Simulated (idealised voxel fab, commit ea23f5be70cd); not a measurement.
Process module name: voxel quadruple lines
This is section cut - it's 200 nm across, gridded in 5 nm square cells.
The cross-sections in this document take the form of a grid made of square cells. They are written out as bands, in order from top to bottom. Each band consists of one or more rows of cells.
A band entry consists of two parts. The first gives the height of the band's top and the height of its bottom, in nm. The rest lists the band's materials from left to right, each with its width in nm. A single material labelled with the word "all across" fills the band from edge to edge, and the word "blank" marks empty space.
A quick word on heights: they are counted from 0, and under that level the wafer as it came to us is one material throughout. The lowest band is different from the rest in having no bottom; it simply continues downward, written as in "top 0, no bottom".
A width such as "30..40" changes by the same amount from each row of cells to the next, from the band's top row to its bottom row.
The cross-section has no changed cell in any step marked "no modification".
Enclosed voids (no open way to top), threshold 8 cells or more, entry "Sealed internal cavities", notation width x height at distance, distance from left edge, nm.
Formally, on a step line, whatever follows the settings is a remark that the simulator itself makes on the step.
"overlay nm" on a masked step: distance the mask lay right of its planned place, negative for left.
# Process steps (planned)
1,RECEIVE with material Si
2,CONFORMAL_DEP with material Al2O3, thk nm 5
3,DIRECTIONAL_DEP with material Ru, thk nm 10
4,DIRECTIONAL_DEP with material polySi, thk nm 20
5,DIRECTIONAL_DEP with material aC, thk nm 20
6,PATTERN with tone cover, mask id MANDREL, material resist, width nm 20, pitch nm 60, thk nm 30, overlay nm 0
7,DIRECTIONAL_ETCH with etch materials aC, depth nm 20
8,STRIP with etch materials resist
9,CONFORMAL_DEP with material SiO2, thk nm 10
10,DIRECTIONAL_ETCH with etch materials SiO2, depth nm 10
11,STRIP with etch materials aC
12,DIRECTIONAL_ETCH with etch materials polySi, depth nm 20
13,STRIP with etch materials SiO2
14,CONFORMAL_DEP with material SiN, thk nm 5
15,DIRECTIONAL_ETCH with etch materials SiN, depth nm 5
16,STRIP with etch materials polySi
17,DIRECTIONAL_ETCH with etch materials Ru, depth nm 10
18,STRIP with etch materials SiN
19,FILL_DEP with material SiO2, thk nm 10
20,CMP with height nm 15
# On the first of the two wafers: run conducted according to plan
# Cross-section of the wafer at receipt, which is the condition after step 1
top 0, no bottom  Si all across
Sealed internal cavities: none
# State of the wafer after step 2, shown in cross-section
top 5, bottom 0  Al2O3 all across
No changes below 0.
# State of the wafer after step 3, shown in cross-section
top 15, bottom 5  Ru all across
No changes below 5.
# State of the wafer after step 4, shown in cross-section
top 35, bottom 15  polySi all across
No changes below 15.
# State of the wafer after step 5, shown in cross-section
top 55, bottom 35  aC all across
No changes below 35.
# State of the wafer after step 6, shown in cross-section
top 85, bottom 55  blank 60; resist 20; blank 40; resist 20; blank 60
No changes below 55.
# State of the wafer after step 7, shown in cross-section
top 65, bottom 55  blank 60; resist 20; blank 40; resist 20; blank 60
top 55, bottom 35  blank 60; aC 20; blank 40; aC 20; blank 60
No changes below 35.
# State of the wafer after step 8, shown in cross-section
top 55, bottom 35  blank 60; aC 20; blank 40; aC 20; blank 60
No changes below 35.
# State of the wafer after step 9, shown in cross-section
top 65, bottom 55  blank 50; SiO2 40; blank 20; SiO2 40; blank 50
top 55, bottom 45  blank 50; SiO2 10; aC 20; SiO2 10; blank 20; SiO2 10; aC 20; SiO2 10; blank 50
top 45, bottom 35  SiO2 60; aC 20; SiO2 40; aC 20; SiO2 60
No changes below 35.
# State of the wafer after step 10, shown in cross-section
top 55, bottom 35  blank 50; SiO2 10; aC 20; SiO2 10; blank 20; SiO2 10; aC 20; SiO2 10; blank 50
No changes below 35.
# State of the wafer after step 11, shown in cross-section
top 55, bottom 35  blank 50; SiO2 10; blank 20; SiO2 10; blank 20; SiO2 10; blank 20; SiO2 10; blank 50
No changes below 35.
# State of the wafer after step 12, shown in cross-section
top 55, bottom 35  blank 50; SiO2 10; blank 20; SiO2 10; blank 20; SiO2 10; blank 20; SiO2 10; blank 50
top 35, bottom 15  blank 50; polySi 10; blank 20; polySi 10; blank 20; polySi 10; blank 20; polySi 10; blank 50
No changes below 15.
# State of the wafer after step 13, shown in cross-section
top 35, bottom 15  blank 50; polySi 10; blank 20; polySi 10; blank 20; polySi 10; blank 20; polySi 10; blank 50
No changes below 15.
# State of the wafer after step 14, shown in cross-section
top 40, bottom 35  blank 45; SiN 20; blank 10; SiN 20; blank 10; SiN 20; blank 10; SiN 20; blank 45
top 35, bottom 20  blank 45; SiN 5; polySi 10; SiN 5; blank 10; SiN 5; polySi 10; SiN 5; blank 10; SiN 5; polySi 10; SiN 5; blank 10; SiN 5; polySi 10; SiN 5; blank 45
top 20, bottom 15  SiN 50; polySi 10; SiN 20; polySi 10; SiN 20; polySi 10; SiN 20; polySi 10; SiN 50
No changes below 15.
# State of the wafer after step 15, shown in cross-section
top 35, bottom 15  blank 45; SiN 5; polySi 10; SiN 5; blank 10; SiN 5; polySi 10; SiN 5; blank 10; SiN 5; polySi 10; SiN 5; blank 10; SiN 5; polySi 10; SiN 5; blank 45
No changes below 15.
# State of the wafer after step 16, shown in cross-section
top 35, bottom 15  blank 45; SiN 5; blank 10; SiN 5; blank 10; SiN 5; blank 10; SiN 5; blank 10; SiN 5; blank 10; SiN 5; blank 10; SiN 5; blank 10; SiN 5; blank 45
No changes below 15.
# State of the wafer after step 17, shown in cross-section
top 35, bottom 15  blank 45; SiN 5; blank 10; SiN 5; blank 10; SiN 5; blank 10; SiN 5; blank 10; SiN 5; blank 10; SiN 5; blank 10; SiN 5; blank 10; SiN 5; blank 45
top 15, bottom 5  blank 45; Ru 5; blank 10; Ru 5; blank 10; Ru 5; blank 10; Ru 5; blank 10; Ru 5; blank 10; Ru 5; blank 10; Ru 5; blank 10; Ru 5; blank 45
No changes below 5.
# State of the wafer after step 18, shown in cross-section
top 15, bottom 5  blank 45; Ru 5; blank 10; Ru 5; blank 10; Ru 5; blank 10; Ru 5; blank 10; Ru 5; blank 10; Ru 5; blank 10; Ru 5; blank 10; Ru 5; blank 45
No changes below 5.
# State of the wafer after step 19, shown in cross-section
top 25, bottom 15  SiO2 all across
top 15, bottom 5  SiO2 45; Ru 5; SiO2 10; Ru 5; SiO2 10; Ru 5; SiO2 10; Ru 5; SiO2 10; Ru 5; SiO2 10; Ru 5; SiO2 10; Ru 5; SiO2 10; Ru 5; SiO2 45
No changes below 5.
# State of the wafer after step 20, shown in cross-section
top 15, bottom 5  SiO2 45; Ru 5; SiO2 10; Ru 5; SiO2 10; Ru 5; SiO2 10; Ru 5; SiO2 10; Ru 5; SiO2 10; Ru 5; SiO2 10; Ru 5; SiO2 10; Ru 5; SiO2 45
No changes below 5.
# Wafer two of two - same starting point, same process plan, one mistake in execution; matches wafer one up to and including step 5
# Planned end of step 6: second wafer, cross-section
top 85, bottom 55  blank 70; resist 20; blank 40; resist 20; blank 50
No changes below 55.
# Planned end of step 7: second wafer, cross-section
top 65, bottom 55  blank 70; resist 20; blank 40; resist 20; blank 50
top 55, bottom 35  blank 70; aC 20; blank 40; aC 20; blank 50
No changes below 35.
# Planned end of step 8: second wafer, cross-section
top 55, bottom 35  blank 70; aC 20; blank 40; aC 20; blank 50
No changes below 35.
# Planned end of step 9: second wafer, cross-section
top 65, bottom 55  blank 60; SiO2 40; blank 20; SiO2 40; blank 40
top 55, bottom 45  blank 60; SiO2 10; aC 20; SiO2 10; blank 20; SiO2 10; aC 20; SiO2 10; blank 40
top 45, bottom 35  SiO2 70; aC 20; SiO2 40; aC 20; SiO2 50
No changes below 35.
# Planned end of step 10: second wafer, cross-section
top 55, bottom 35  blank 60; SiO2 10; aC 20; SiO2 10; blank 20; SiO2 10; aC 20; SiO2 10; blank 40
No changes below 35.
# Planned end of step 11: second wafer, cross-section
top 55, bottom 35  blank 60; SiO2 10; blank 20; SiO2 10; blank 20; SiO2 10; blank 20; SiO2 10; blank 40
No changes below 35.
# Planned end of step 12: second wafer, cross-section
top 55, bottom 35  blank 60; SiO2 10; blank 20; SiO2 10; blank 20; SiO2 10; blank 20; SiO2 10; blank 40
top 35, bottom 15  blank 60; polySi 10; blank 20; polySi 10; blank 20; polySi 10; blank 20; polySi 10; blank 40
No changes below 15.
# Planned end of step 13: second wafer, cross-section
top 35, bottom 15  blank 60; polySi 10; blank 20; polySi 10; blank 20; polySi 10; blank 20; polySi 10; blank 40
No changes below 15.
# Planned end of step 14: second wafer, cross-section
top 40, bottom 35  blank 55; SiN 20; blank 10; SiN 20; blank 10; SiN 20; blank 10; SiN 20; blank 35
top 35, bottom 20  blank 55; SiN 5; polySi 10; SiN 5; blank 10; SiN 5; polySi 10; SiN 5; blank 10; SiN 5; polySi 10; SiN 5; blank 10; SiN 5; polySi 10; SiN 5; blank 35
top 20, bottom 15  SiN 60; polySi 10; SiN 20; polySi 10; SiN 20; polySi 10; SiN 20; polySi 10; SiN 40
No changes below 15.
# Planned end of step 15: second wafer, cross-section
top 35, bottom 15  blank 55; SiN 5; polySi 10; SiN 5; blank 10; SiN 5; polySi 10; SiN 5; blank 10; SiN 5; polySi 10; SiN 5; blank 10; SiN 5; polySi 10; SiN 5; blank 35
No changes below 15.
# Planned end of step 16: second wafer, cross-section
top 35, bottom 15  blank 55; SiN 5; blank 10; SiN 5; blank 10; SiN 5; blank 10; SiN 5; blank 10; SiN 5; blank 10; SiN 5; blank 10; SiN 5; blank 10; SiN 5; blank 35
No changes below 15.
# Planned end of step 17: second wafer, cross-section
top 35, bottom 15  blank 55; SiN 5; blank 10; SiN 5; blank 10; SiN 5; blank 10; SiN 5; blank 10; SiN 5; blank 10; SiN 5; blank 10; SiN 5; blank 10; SiN 5; blank 35
top 15, bottom 5  blank 55; Ru 5; blank 10; Ru 5; blank 10; Ru 5; blank 10; Ru 5; blank 10; Ru 5; blank 10; Ru 5; blank 10; Ru 5; blank 10; Ru 5; blank 35
No changes below 5.
# Planned end of step 18: second wafer, cross-section
top 15, bottom 5  blank 55; Ru 5; blank 10; Ru 5; blank 10; Ru 5; blank 10; Ru 5; blank 10; Ru 5; blank 10; Ru 5; blank 10; Ru 5; blank 10; Ru 5; blank 35
No changes below 5.
# Planned end of step 19: second wafer, cross-section
top 25, bottom 15  SiO2 all across
top 15, bottom 5  SiO2 55; Ru 5; SiO2 10; Ru 5; SiO2 10; Ru 5; SiO2 10; Ru 5; SiO2 10; Ru 5; SiO2 10; Ru 5; SiO2 10; Ru 5; SiO2 10; Ru 5; SiO2 35
No changes below 5.
# Planned end of step 20: second wafer, cross-section
top 15, bottom 5  SiO2 55; Ru 5; SiO2 10; Ru 5; SiO2 10; Ru 5; SiO2 10; Ru 5; SiO2 10; Ru 5; SiO2 10; Ru 5; SiO2 10; Ru 5; SiO2 10; Ru 5; SiO2 35
No changes below 5.
Processing error: it should be noted that step 6 was executed with settings other than those planned, the operation and settings actually applied being PATTERN with tone cover, mask id MANDREL, material resist, width nm 20, pitch nm 60, thk nm 30, overlay nm 10
By the end, you'd get the same cell count for each material on either wafer, but the second wafer puts them somewhere else.
